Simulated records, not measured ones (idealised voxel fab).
This is a process module. Its name is voxel plated lines.
The figure presents cross-section cut, which has a width of 230 nm and is divided into square cells with an edge length of 5 nm.
Notation: cross-section as square-cell grid; stated in bands, top first, going down; one or more cell rows per band.
Band entry format. Leading values: height of top, height of bottom, nm. Remainder: materials in left-to-right order, each with its width in nm. Special words: "full width" on a single material, which then fills the band edge to edge; "air", empty space.
Below 0: as-received wafer, all one material; heights counted from there. Lowest band: no bottom, goes on down, written "from 0 down".
Width: "30->40" (first number = top row, second number = bottom row, same change from row to row of cells).
"stayed the same", as given for a step, is the statement that not any cell of the cross-section underwent a change during that step.
You'll see "Enclosed internal voids" listing empty spaces that have no way open to the top, as long as they're 8 cells or more; the notation is width x height at distance, where the distance is from the left edge, and all of it is in nm.
Past the settings on a step's line: simulator remark, on that step.
On any step carrying a mask, the "overlay nm" setting, if present on the step's line, tells how far right of its planned place the mask lay; negative values point to the left.
Process steps (planned)
step 1: RECEIVE | material Si
step 2: CONFORMAL_DEP | material Al2O3 | thk nm 5
step 3: DIRECTIONAL_DEP | material TiN | thk nm 5
step 4: PATTERN | tone open | mask id LINES | material resist | width nm 20 | pitch nm 45 | thk nm 35 | overlay nm 0
step 5: EPI | material Ru | thk nm 10
step 6: EPI | material Ru | thk nm 5
step 7: EPI | material Ru | thk nm 5
step 8: STRIP | etch materials resist
step 9: DIRECTIONAL_ETCH | etch materials TiN | depth nm 5
step 10: CONFORMAL_DEP | material SiO2 | thk nm 5
Here's what the wafer looked like in cross-section when it arrived - that's after step 1
> from 0 down = Si full width
> Enclosed internal voids: none
Cross-section, first of two wafers, end of module, run as planned
> from 35 to 30 = 30 air; 30 SiO2; 15 air; 30 SiO2; 15 air; 30 SiO2; 15 air; 30 SiO2; 35 air
> from 30 to 10 = 30 air; 5 SiO2; 20 Ru; 5 SiO2; 15 air; 5 SiO2; 20 Ru; 5 SiO2; 15 air; 5 SiO2; 20 Ru; 5 SiO2; 15 air; 5 SiO2; 20 Ru; 5 SiO2; 35 air
> from 10 to 5 = 35 SiO2; 20 TiN; 25 SiO2; 20 TiN; 25 SiO2; 20 TiN; 25 SiO2; 20 TiN; 40 SiO2
> from 5 to 0 = Al2O3 full width
> from 0 down = Si full width
> Enclosed internal voids: none
Wafer two, sectioned after the module: the first wafer's start, the first wafer's plan, and one mistake in how it was run
> from 35 to 30 = 30 air; 30 SiO2; 15 air; 30 SiO2; 15 air; 30 SiO2; 15 air; 30 SiO2; 35 air
> from 30 to 25 = 30 air; 5 SiO2; 20 Ru; 5 SiO2; 15 air; 5 SiO2; 20 Ru; 5 SiO2; 15 air; 5 SiO2; 20 Ru; 5 SiO2; 15 air; 5 SiO2; 20 Ru; 5 SiO2; 35 air
> from 25 to 20 = 35 SiO2; 20 Ru; 25 SiO2; 20 Ru; 25 SiO2; 20 Ru; 25 SiO2; 20 Ru; 40 SiO2
> from 20 to 10 = Ru full width
> from 10 to 5 = TiN full width
> from 5 to 0 = Al2O3 full width
> from 0 down = Si full width
> Enclosed internal voids: none
Against the plan, the run slipped here: steps 4 and 5 run out of order (swapped)
Cell-count delta at end, second wafer over first, by material: Ru +60 | SiO2 -24 | TiN +30
